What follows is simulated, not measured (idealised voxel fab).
process module | voxel capacitor over wiring
cross-section cut | 235 nm wide | cells 5 nm
A cross-section is a grid of square cells, given in bands from the top down. A band is one or more rows of cells.
Each band's line starts with the height of the band's top and of its bottom, in nm. Then come its materials from left to right, each with its width in nm. One material with "throughout" fills the band from edge to edge. "air" is empty space.
Height 0 is the level under which the wafer as received is all one material. The lowest band goes on downwards, as in "0 down".
A width such as "30 to 40" changes by the same amount from each row of cells to the next, from the band's top row to its bottom row.
"no change" after a step means that no cell of the cross-section changed.
closed voids: empty space of 8 cells or more with no open way to the top, each as width x height at its distance from the left edge, in nm
after a step's settings: what the simulator itself notes on the step
overlay nm, on a step with a mask: how far to the right of its planned place the mask lay; to the left if negative
plan
1 op RECEIVE | material Si
2 op CONFORMAL_DEP | material SiO2 | thk nm 10
3 op DIRECTIONAL_DEP | material TiN | thk nm 5
4 op DIRECTIONAL_DEP | material Ru | thk nm 25
5 op MASKED_ETCH | tone cover | mask id METAL_1 | width nm 30 | pitch nm 95 | etch materials Ru | depth nm 25 | overlay nm 0
6 op MASKED_ETCH | tone cover | mask id METAL_1 | width nm 30 | pitch nm 95 | etch materials TiN | depth nm 5 | overlay nm 0
7 op CONFORMAL_DEP | material SiCN | thk nm 5
8 op FILL_DEP | material SiO2 | thk nm 5
9 op CMP | height nm 40
10 op CONFORMAL_DEP | material SiCN | thk nm 5
11 op DIRECTIONAL_DEP | material SiO2 | thk nm 20
12 op PATTERN | tone open | mask id PLUG_1 | material resist | width nm 15 | thk nm 20 | overlay nm 0
13 op DIRECTIONAL_ETCH | etch materials SiO2 | depth nm 20
14 op DIRECTIONAL_ETCH | etch materials SiCN | depth nm 5
15 op STRIP | etch materials resist
16 op CONFORMAL_DEP | material TiN | thk nm 5
17 op FILL_DEP | material W | thk nm 10
18 op CMP | height nm 65
19 op DIRECTIONAL_DEP | material TiN | thk nm 10
20 op DIRECTIONAL_DEP | material Al2O3 | thk nm 5
21 op DIRECTIONAL_DEP | material TiN | thk nm 10
22 op MASKED_ETCH | tone cover | mask id UPPER_PLATE | width nm 70 | etch materials TiN | depth nm 10 | overlay nm 0
23 op MASKED_ETCH | tone cover | mask id UPPER_PLATE | width nm 70 | etch materials Al2O3 | depth nm 5 | overlay nm 0
24 op MASKED_ETCH | tone cover | mask id LOWER_PLATE | width nm 80 | etch materials TiN | depth nm 10 | overlay nm -15
25 op FILL_DEP | material SiO2 | thk nm 20
26 op CMP | height nm 105
27 op DIRECTIONAL_DEP | material aC | thk nm 10
28 op PATTERN | tone open | mask id PLUG_2 | material resist | width nm 15 | thk nm 30 | overlay nm 0
29 op DIRECTIONAL_ETCH | etch materials aC | depth nm 10
30 op STRIP | etch materials resist
31 op DIRECTIONAL_ETCH | etch materials SiO2 | depth nm 15
32 op STRIP | etch materials aC
33 op CONFORMAL_DEP | material TiN | thk nm 5
34 op FILL_DEP | material Ru | thk nm 5
35 op CMP | height nm 105
36 op CONFORMAL_DEP | material SiCN | thk nm 5
varied across the wafers: overlay nm of step 24. The plan shows the first wafer's value. All wafers start alike
first wafer as received, after step 1
  0 down: Si throughout
  closed voids: none
first wafer at the end, after step 36
  110 to 105: SiCN throughout
  105 to 95: SiO2 80 | TiN 5 | Ru 5 | TiN 5 | SiO2 140
  95 to 90: SiO2 80 | TiN 15 | SiO2 140
  90 to 80: SiO2 70 | TiN 60 | SiO2 105
  80 to 75: SiO2 70 | Al2O3 70 | SiO2 95
  75 to 65: SiO2 50 | TiN 90 | SiO2 95
  65 to 45: SiO2 70 | TiN 5 | W 5 | TiN 5 | SiO2 150
  45 to 40: SiCN 70 | TiN 15 | SiCN 150
  40 to 15: SiO2 50 | SiCN 5 | Ru 30 | SiCN 5 | SiO2 55 | SiCN 5 | Ru 30 | SiCN 5 | SiO2 50
  15 to 10: SiCN 55 | TiN 30 | SiCN 65 | TiN 30 | SiCN 55
  10 to 0: SiO2 throughout
  0 down: Si throughout
  closed voids: none
last wafer at the end
  110 to 105: SiCN throughout
  105 to 95: SiO2 80 | TiN 5 | Ru 5 | TiN 5 | SiO2 140
  95 to 90: SiO2 80 | TiN 15 | SiO2 140
  90 to 80: SiO2 80 | TiN 60 | SiO2 95
  80 to 75: SiO2 70 | Al2O3 70 | SiO2 95
  75 to 65: SiO2 70 | TiN 90 | SiO2 75
  65 to 45: SiO2 70 | TiN 5 | W 5 | TiN 5 | SiO2 150
  45 to 40: SiCN 70 | TiN 15 | SiCN 150
  40 to 15: SiO2 50 | SiCN 5 | Ru 30 | SiCN 5 | SiO2 55 | SiCN 5 | Ru 30 | SiCN 5 | SiO2 50
  15 to 10: SiCN 55 | TiN 30 | SiCN 65 | TiN 30 | SiCN 55
  10 to 0: SiO2 throughout
  0 down: Si throughout
  closed voids: none
each wafer at the end: cells of each material gained (+) or lost (-) since it was received, then its closed voids
overlay nm -15 | +14 Al2O3 | +62 Ru | +146 SiCN | +718 SiO2 | +90 TiN | +4 W | closed voids: none
overlay nm -10 | +14 Al2O3 | +62 Ru | +146 SiCN | +718 SiO2 | +90 TiN | +4 W | closed voids: none
overlay nm -5 | +14 Al2O3 | +62 Ru | +146 SiCN | +718 SiO2 | +90 TiN | +4 W | closed voids: none
overlay nm 0 | +14 Al2O3 | +62 Ru | +146 SiCN | +718 SiO2 | +90 TiN | +4 W | closed voids: none
overlay nm 5 | +14 Al2O3 | +62 Ru | +146 SiCN | +718 SiO2 | +90 TiN | +4 W | closed voids: none
overlay nm 10 | +14 Al2O3 | +62 Ru | +146 SiCN | +718 SiO2 | +90 TiN | +4 W | closed voids: none
overlay nm 15 | +14 Al2O3 | +62 Ru | +146 SiCN | +718 SiO2 | +90 TiN | +4 W | closed voids: none
